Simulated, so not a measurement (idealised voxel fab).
The following is a process module called voxel ribs on slabs.
The cross-section on display is named cut; it measures 155 nm wide, and its cells are 5 nm squares.
In what follows, cross-sections appear as grids of square cells, described through bands that run from the top down, where every band is one or more rows of cells.
This entry defines a band. It first specifies the height of the band's top and the height of its bottom in nm, and then specifies the band's materials from left to right, stating each material with its width in nm. The word "full width" identifies a single material that fills the band from edge to edge, while the word "blank" identifies empty space.
Height 0 is the level under which the wafer as received is all one material. The lowest band goes on downwards, as in "0 -> down".
So if you see something like "30 to 40" for the width, read it as the top row of the band sitting at the first number and the bottom row at the second, with every row in between moving by the same amount as the last.
Given "remained unchanged" for a step, no cell of the cross-section differs between before and after that step.
Listed in "Closed cavities": every empty space of 8 or more cells without an open way to the top. Form: width x height at distance, the distance being from the left edge, all in nm.
Post-settings text on a step line: simulator's own remark regarding the step.
"overlay nm" denotes, for a step that has a mask, the displacement of the mask to the right of its planned place, with negative values corresponding to the left.
-- The process steps that were planned are listed below
| 1 | RECEIVE | material Si |
| 2 | DIRECTIONAL_DEP | material SiO2 | thk nm 20 |
| 3 | DIRECTIONAL_DEP | material polySi | thk nm 20 |
| 4 | PATTERN | tone cover | mask id RIB | material resist | width nm 20 | thk nm 20 | overlay nm 0 |
| 5 | DIRECTIONAL_ETCH | etch materials polySi | depth nm 15 |
| 6 | STRIP | etch materials resist |
| 7 | PATTERN | tone cover | mask id SLAB | material resist | width nm 60 | thk nm 20 | overlay nm 0 |
| 8 | DIRECTIONAL_ETCH | etch materials polySi | depth nm 5 |
| 9 | STRIP | etch materials resist |
| 10 | FILL_DEP | material SiO2 | thk nm 25 |
| 11 | CMP | height nm 60 |
| 12 | DIRECTIONAL_DEP | material W | thk nm 5 |
| 13 | PATTERN | tone cover | mask id HEATER | material resist | width nm 30 | thk nm 15 | overlay nm 0 |
| 14 | DIRECTIONAL_ETCH | etch materials W | depth nm 5 |
| 15 | STRIP | etch materials resist |
| 16 | CONFORMAL_DEP | material SiO2 | thk nm 5 |
-- Cross-section: wafer on arrival = after step 1
  0 -> down  Si full width
  Closed cavities: none
-- Result of the module, cross-sectioned: start per above, plan per above, one error in how it was run
  70 -> 65  55 nm blank, then 40 nm SiO2, then 60 nm blank
  65 -> 60  60 nm SiO2, then 30 nm W, then 65 nm SiO2
  60 -> 45  65 nm SiO2, then 20 nm polySi, then 70 nm SiO2
  45 -> 40  45 nm SiO2, then 60 nm polySi, then 50 nm SiO2
  40 -> 0  SiO2 full width
  0 -> down  Si full width
  Closed cavities: none
It is concluded that the wafer was processed incorrectly with respect to the plan, in that the plan's step 2 ran twice
